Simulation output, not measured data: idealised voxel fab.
Title: Process Module voxel gate over fins
Pictured: cross-section cut, 165 nm wide, on a grid of 5 nm square cells.
Square cells in a grid make up a cross-section in this document, and the grid is given as bands, listed from the top down, each one or more rows of cells. A band entry consists of two parts. The first gives the height of the band's top and the height of its bottom, in nm. The rest lists the band's materials from left to right, each with its width in nm. A single material labelled with the word "throughout" fills the band from edge to edge, and the word "air" marks empty space. All heights in this document are referenced to 0, defined as the level beneath which the wafer, as received, consists entirely of one material. The lowest band is not bounded below; it extends indefinitely downward and is written in the form "0 nm and below". Top row gets the first number, bottom row gets the second, and each row in between changes by the same step: that is how a band width like "30..40" works. Where the words "nothing altered" appear for a step, the cross-section shows no cell changed by that step; every cell remained as before. Listed in "Enclosed empty spaces": every empty space of 8 or more cells without an open way to the top. Form: width x height at distance, the distance being from the left edge, all in nm. Where a step's line continues beyond its settings, the continuation is a remark by the simulator itself on that step. overlay nm, on a step with a mask: how far to the right of its planned place the mask lay; to the left if negative.
**List of planned process steps**
1. RECEIVE: material Si
2. CONFORMAL_DEP: material SiN, thk nm 5
3. MASKED_ETCH: tone cover, mask id FINS, width nm 15, pitch nm 55, etch materials SiN, depth nm 5, overlay nm 0
4. MASKED_ETCH: tone cover, mask id FINS, width nm 15, pitch nm 55, etch materials Si, depth nm 40, overlay nm 0
5. OXIDIZE: depth nm 5
6. FILL_DEP: material SiO2, thk nm 15
7. CMP: height nm 5
8. PATTERN: tone open, mask id RAIL, material resist, width nm 15, thk nm 15, overlay nm 0
9. DIRECTIONAL_ETCH: etch materials SiO2, depth nm 40
10. STRIP: etch materials resist
11. CONFORMAL_DEP: material TiN, thk nm 5
12. FILL_DEP: material W, thk nm 5
13. CMP: height nm 5
14. SELECTIVE_ETCH: etch materials W Ru TiN, depth nm 25
15. FILL_DEP: material SiO2, thk nm 5
16. CMP: height nm 5
17. SELECTIVE_ETCH: etch materials SiO2, depth nm 15
18. STRIP: etch materials SiN
19. CONFORMAL_DEP: material HfO2, thk nm 5
20. CONFORMAL_DEP: material TiN, thk nm 5
21. CONFORMAL_DEP: material TiAl, thk nm 5
22. CONFORMAL_DEP: material TiN, thk nm 5
23. FILL_DEP: material W, thk nm 15
24. CMP: height nm 30
25. CONFORMAL_DEP: material SiN, thk nm 5
**Of two wafers, the first: run according to plan**
**Wafer as received: cross-section following step 1**
* 0 nm and below | Si throughout
* Enclosed empty spaces: none
**Wafer after step 2 (cross-section)**
* 5 nm to 0 nm | SiN throughout
* Heights below 0 show no change.
**Wafer after step 3 (cross-section)**
* 5 nm to 0 nm | air 45; SiN 15; air 40; SiN 15; air 50
* Heights below 0 show no change.
**Wafer after step 4 (cross-section)**
* 5 nm to 0 nm | air 45; SiN 15; air 40; SiN 15; air 50
* 0 nm to -40 nm | air 45; Si 15; air 40; Si 15; air 50
* Heights below -40 show no change.
**Wafer after step 5 (cross-section)**
* 5 nm to 0 nm | air 45; SiN 15; air 40; SiN 15; air 50
* 0 nm to -40 nm | air 45; SiO2 5; Si 5; SiO2 5; air 40; SiO2 5; Si 5; SiO2 5; air 50
* -40 nm to -45 nm | SiO2 50; Si 5; SiO2 50; Si 5; SiO2 55
* Heights below -45 show no change.
**Wafer after step 6 (cross-section)**
* 20 nm to 5 nm | SiO2 throughout
* 5 nm to 0 nm | SiO2 45; SiN 15; SiO2 40; SiN 15; SiO2 50
* 0 nm to -45 nm | SiO2 50; Si 5; SiO2 50; Si 5; SiO2 55
* Heights below -45 show no change.
**Wafer after step 7 (cross-section)**
* 5 nm to 0 nm | SiO2 45; SiN 15; SiO2 40; SiN 15; SiO2 50
* Heights below 0 show no change.
**Wafer after step 8 (cross-section)**
* 20 nm to 5 nm | resist 70; air 15; resist 80
* Heights below 5 show no change.
**Wafer after step 9 (cross-section)**
* 20 nm to 5 nm | resist 70; air 15; resist 80
* 5 nm to 0 nm | SiO2 45; SiN 15; SiO2 10; air 15; SiO2 15; SiN 15; SiO2 50
* 0 nm to -35 nm | SiO2 50; Si 5; SiO2 15; air 15; SiO2 20; Si 5; SiO2 55
* Heights below -35 show no change.
**Wafer after step 10 (cross-section)**
* 5 nm to 0 nm | SiO2 45; SiN 15; SiO2 10; air 15; SiO2 15; SiN 15; SiO2 50
* Heights below 0 show no change.
**Wafer after step 11 (cross-section)**
* 10 nm to 5 nm | TiN 75; air 5; TiN 85
* 5 nm to 0 nm | SiO2 45; SiN 15; SiO2 10; TiN 5; air 5; TiN 5; SiO2 15; SiN 15; SiO2 50
* 0 nm to -30 nm | SiO2 50; Si 5; SiO2 15; TiN 5; air 5; TiN 5; SiO2 20; Si 5; SiO2 55
* -30 nm to -35 nm | SiO2 50; Si 5; SiO2 15; TiN 15; SiO2 20; Si 5; SiO2 55
* Heights below -35 show no change.
**Wafer after step 12 (cross-section)**
* 15 nm to 10 nm | W throughout
* 10 nm to 5 nm | TiN 75; W 5; TiN 85
* 5 nm to 0 nm | SiO2 45; SiN 15; SiO2 10; TiN 5; W 5; TiN 5; SiO2 15; SiN 15; SiO2 50
* 0 nm to -30 nm | SiO2 50; Si 5; SiO2 15; TiN 5; W 5; TiN 5; SiO2 20; Si 5; SiO2 55
* Heights below -30 show no change.
**Wafer after step 13 (cross-section)**
* 5 nm to 0 nm | SiO2 45; SiN 15; SiO2 10; TiN 5; W 5; TiN 5; SiO2 15; SiN 15; SiO2 50
* Heights below 0 show no change.
**Wafer after step 14 (cross-section)**
* 5 nm to 0 nm | SiO2 45; SiN 15; SiO2 10; air 15; SiO2 15; SiN 15; SiO2 50
* 0 nm to -20 nm | SiO2 50; Si 5; SiO2 15; air 15; SiO2 20; Si 5; SiO2 55
* Heights below -20 show no change.
**Wafer after step 15 (cross-section)**
* 10 nm to 5 nm | SiO2 throughout
* 5 nm to 0 nm | SiO2 45; SiN 15; SiO2 40; SiN 15; SiO2 50
* 0 nm to -20 nm | SiO2 50; Si 5; SiO2 50; Si 5; SiO2 55
* Heights below -20 show no change.
**Wafer after step 16 (cross-section)**
* 5 nm to 0 nm | SiO2 45; SiN 15; SiO2 40; SiN 15; SiO2 50
* Heights below 0 show no change.
**Wafer after step 17 (cross-section)**
* 5 nm to 0 nm | air 45; SiN 15; air 40; SiN 15; air 50
* 0 nm to -10 nm | air 50; Si 5; air 50; Si 5; air 55
* Heights below -10 show no change.
**Wafer after step 18 (cross-section)**
* 0 nm to -10 nm | air 50; Si 5; air 50; Si 5; air 55
* Heights below -10 show no change.
**Wafer after step 19 (cross-section)**
* 5 nm to 0 nm | air 45; HfO2 15; air 40; HfO2 15; air 50
* 0 nm to -5 nm | air 45; HfO2 5; Si 5; HfO2 5; air 40; HfO2 5; Si 5; HfO2 5; air 50
* -5 nm to -10 nm | HfO2 50; Si 5; HfO2 50; Si 5; HfO2 55
* Heights below -10 show no change.
**Wafer after step 20 (cross-section)**
* 10 nm to 5 nm | air 40; TiN 25; air 30; TiN 25; air 45
* 5 nm to 0 nm | air 40; TiN 5; HfO2 15; TiN 5; air 30; TiN 5; HfO2 15; TiN 5; air 45
* 0 nm to -5 nm | TiN 45; HfO2 5; Si 5; HfO2 5; TiN 40; HfO2 5; Si 5; HfO2 5; TiN 50
* Heights below -5 show no change.
**Wafer after step 21 (cross-section)**
* 15 nm to 10 nm | air 35; TiAl 35; air 20; TiAl 35; air 40
* 10 nm to 5 nm | air 35; TiAl 5; TiN 25; TiAl 5; air 20; TiAl 5; TiN 25; TiAl 5; air 40
* 5 nm to 0 nm | TiAl 40; TiN 5; HfO2 15; TiN 5; TiAl 30; TiN 5; HfO2 15; TiN 5; TiAl 45
* Heights below 0 show no change.
**Wafer after step 22 (cross-section)**
* 20 nm to 15 nm | air 30; TiN 45; air 10; TiN 45; air 35
* 15 nm to 10 nm | air 30; TiN 5; TiAl 35; TiN 5; air 10; TiN 5; TiAl 35; TiN 5; air 35
* 10 nm to 5 nm | TiN 35; TiAl 5; TiN 25; TiAl 5; TiN 20; TiAl 5; TiN 25; TiAl 5; TiN 40
* Heights below 5 show no change.
**Wafer after step 23 (cross-section)**
* 35 nm to 20 nm | W throughout
* 20 nm to 15 nm | W 30; TiN 45; W 10; TiN 45; W 35
* 15 nm to 10 nm | W 30; TiN 5; TiAl 35; TiN 5; W 10; TiN 5; TiAl 35; TiN 5; W 35
* Heights below 10 show no change.
**Wafer after step 24 (cross-section)**
* 30 nm to 20 nm | W throughout
* Heights below 20 show no change.
**Wafer after step 25 (cross-section)**
* 35 nm to 30 nm | SiN throughout
* Heights below 30 show no change.
**Wafer two of the pair: same origin, same plan, one error during the run; identical to wafer one up to and including step 2**
**when step 3 should have ended**
* 5 nm to 0 nm | air 40; SiN 25; air 30; SiN 25; air 45
* Heights below 0 show no change.
**when step 4 should have ended**
* 5 nm to 0 nm | air 40; SiN 25; air 30; SiN 25; air 45
* 0 nm to -40 nm | air 40; Si 25; air 30; Si 25; air 45
* Heights below -40 show no change.
**when step 5 should have ended**
* 5 nm to 0 nm | air 40; SiN 25; air 30; SiN 25; air 45
* 0 nm to -40 nm | air 40; SiO2 5; Si 15; SiO2 5; air 30; SiO2 5; Si 15; SiO2 5; air 45
* -40 nm to -45 nm | SiO2 45; Si 15; SiO2 40; Si 15; SiO2 50
* Heights below -45 show no change.
**when step 6 should have ended**
* 20 nm to 5 nm | SiO2 throughout
* 5 nm to 0 nm | SiO2 40; SiN 25; SiO2 30; SiN 25; SiO2 45
* 0 nm to -45 nm | SiO2 45; Si 15; SiO2 40; Si 15; SiO2 50
* Heights below -45 show no change.
**when step 7 should have ended**
* 5 nm to 0 nm | SiO2 40; SiN 25; SiO2 30; SiN 25; SiO2 45
* Heights below 0 show no change.
**when step 8 should have ended**
* 20 nm to 5 nm | resist 70; air 15; resist 80
* Heights below 5 show no change.
**when step 9 should have ended**
* 20 nm to 5 nm | resist 70; air 15; resist 80
* 5 nm to 0 nm | SiO2 40; SiN 25; SiO2 5; air 15; SiO2 10; SiN 25; SiO2 45
* 0 nm to -35 nm | SiO2 45; Si 15; SiO2 10; air 15; SiO2 15; Si 15; SiO2 50
* Heights below -35 show no change.
**when step 10 should have ended**
* 5 nm to 0 nm | SiO2 40; SiN 25; SiO2 5; air 15; SiO2 10; SiN 25; SiO2 45
* Heights below 0 show no change.
**when step 11 should have ended**
* 10 nm to 5 nm | TiN 75; air 5; TiN 85
* 5 nm to 0 nm | SiO2 40; SiN 25; SiO2 5; TiN 5; air 5; TiN 5; SiO2 10; SiN 25; SiO2 45
* 0 nm to -30 nm | SiO2 45; Si 15; SiO2 10; TiN 5; air 5; TiN 5; SiO2 15; Si 15; SiO2 50
* -30 nm to -35 nm | SiO2 45; Si 15; SiO2 10; TiN 15; SiO2 15; Si 15; SiO2 50
* Heights below -35 show no change.
**when step 12 should have ended**
* 15 nm to 10 nm | W throughout
* 10 nm to 5 nm | TiN 75; W 5; TiN 85
* 5 nm to 0 nm | SiO2 40; SiN 25; SiO2 5; TiN 5; W 5; TiN 5; SiO2 10; SiN 25; SiO2 45
* 0 nm to -30 nm | SiO2 45; Si 15; SiO2 10; TiN 5; W 5; TiN 5; SiO2 15; Si 15; SiO2 50
* Heights below -30 show no change.
**when step 13 should have ended**
* 5 nm to 0 nm | SiO2 40; SiN 25; SiO2 5; TiN 5; W 5; TiN 5; SiO2 10; SiN 25; SiO2 45
* Heights below 0 show no change.
**when step 14 should have ended**
* 5 nm to 0 nm | SiO2 40; SiN 25; SiO2 5; air 15; SiO2 10; SiN 25; SiO2 45
* 0 nm to -20 nm | SiO2 45; Si 15; SiO2 10; air 15; SiO2 15; Si 15; SiO2 50
* Heights below -20 show no change.
**when step 15 should have ended**
* 10 nm to 5 nm | SiO2 throughout
* 5 nm to 0 nm | SiO2 40; SiN 25; SiO2 30; SiN 25; SiO2 45
* 0 nm to -20 nm | SiO2 45; Si 15; SiO2 40; Si 15; SiO2 50
* Heights below -20 show no change.
**when step 16 should have ended**
* 5 nm to 0 nm | SiO2 40; SiN 25; SiO2 30; SiN 25; SiO2 45
* Heights below 0 show no change.
**when step 17 should have ended**
* 5 nm to 0 nm | air 40; SiN 25; air 30; SiN 25; air 45
* 0 nm to -10 nm | air 45; Si 15; air 40; Si 15; air 50
* Heights below -10 show no change.
**when step 18 should have ended**
* 0 nm to -10 nm | air 45; Si 15; air 40; Si 15; air 50
* Heights below -10 show no change.
**when step 19 should have ended**
* 5 nm to 0 nm | air 40; HfO2 25; air 30; HfO2 25; air 45
* 0 nm to -5 nm | air 40; HfO2 5; Si 15; HfO2 5; air 30; HfO2 5; Si 15; HfO2 5; air 45
* -5 nm to -10 nm | HfO2 45; Si 15; HfO2 40; Si 15; HfO2 50
* Heights below -10 show no change.
**when step 20 should have ended**
* 10 nm to 5 nm | air 35; TiN 35; air 20; TiN 35; air 40
* 5 nm to 0 nm | air 35; TiN 5; HfO2 25; TiN 5; air 20; TiN 5; HfO2 25; TiN 5; air 40
* 0 nm to -5 nm | TiN 40; HfO2 5; Si 15; HfO2 5; TiN 30; HfO2 5; Si 15; HfO2 5; TiN 45
* Heights below -5 show no change.
**when step 21 should have ended**
* 15 nm to 10 nm | air 30; TiAl 45; air 10; TiAl 45; air 35
* 10 nm to 5 nm | air 30; TiAl 5; TiN 35; TiAl 5; air 10; TiAl 5; TiN 35; TiAl 5; air 35
* 5 nm to 0 nm | TiAl 35; TiN 5; HfO2 25; TiN 5; TiAl 20; TiN 5; HfO2 25; TiN 5; TiAl 40
* Heights below 0 show no change.
**when step 22 should have ended**
* 20 nm to 15 nm | air 25; TiN 110; air 30
* 15 nm to 10 nm | air 25; TiN 5; TiAl 45; TiN 10; TiAl 45; TiN 5; air 30
* 10 nm to 5 nm | TiN 30; TiAl 5; TiN 35; TiAl 5; TiN 10; TiAl 5; TiN 35; TiAl 5; TiN 35
* Heights below 5 show no change.
**when step 23 should have ended**
* 35 nm to 20 nm | W throughout
* 20 nm to 15 nm | W 25; TiN 110; W 30
* 15 nm to 10 nm | W 25; TiN 5; TiAl 45; TiN 10; TiAl 45; TiN 5; W 30
* Heights below 10 show no change.
**when step 24 should have ended**
* 30 nm to 20 nm | W throughout
* Heights below 20 show no change.
**when step 25 should have ended**
* 35 nm to 30 nm | SiN throughout
* Heights below 30 show no change.
What was done differently from what was planned? step 3 was processed under conditions differing from the plan, specifically as MASKED_ETCH: tone cover, mask id FINS, width nm 25, pitch nm 55, etch materials SiN, depth nm 5, overlay nm 0
Upon completion, the second wafer contains, in terms of cells, a greater or smaller amount of certain materials than the first wafer: Si: 36 more | SiO2: 28 fewer | W: 8 fewer
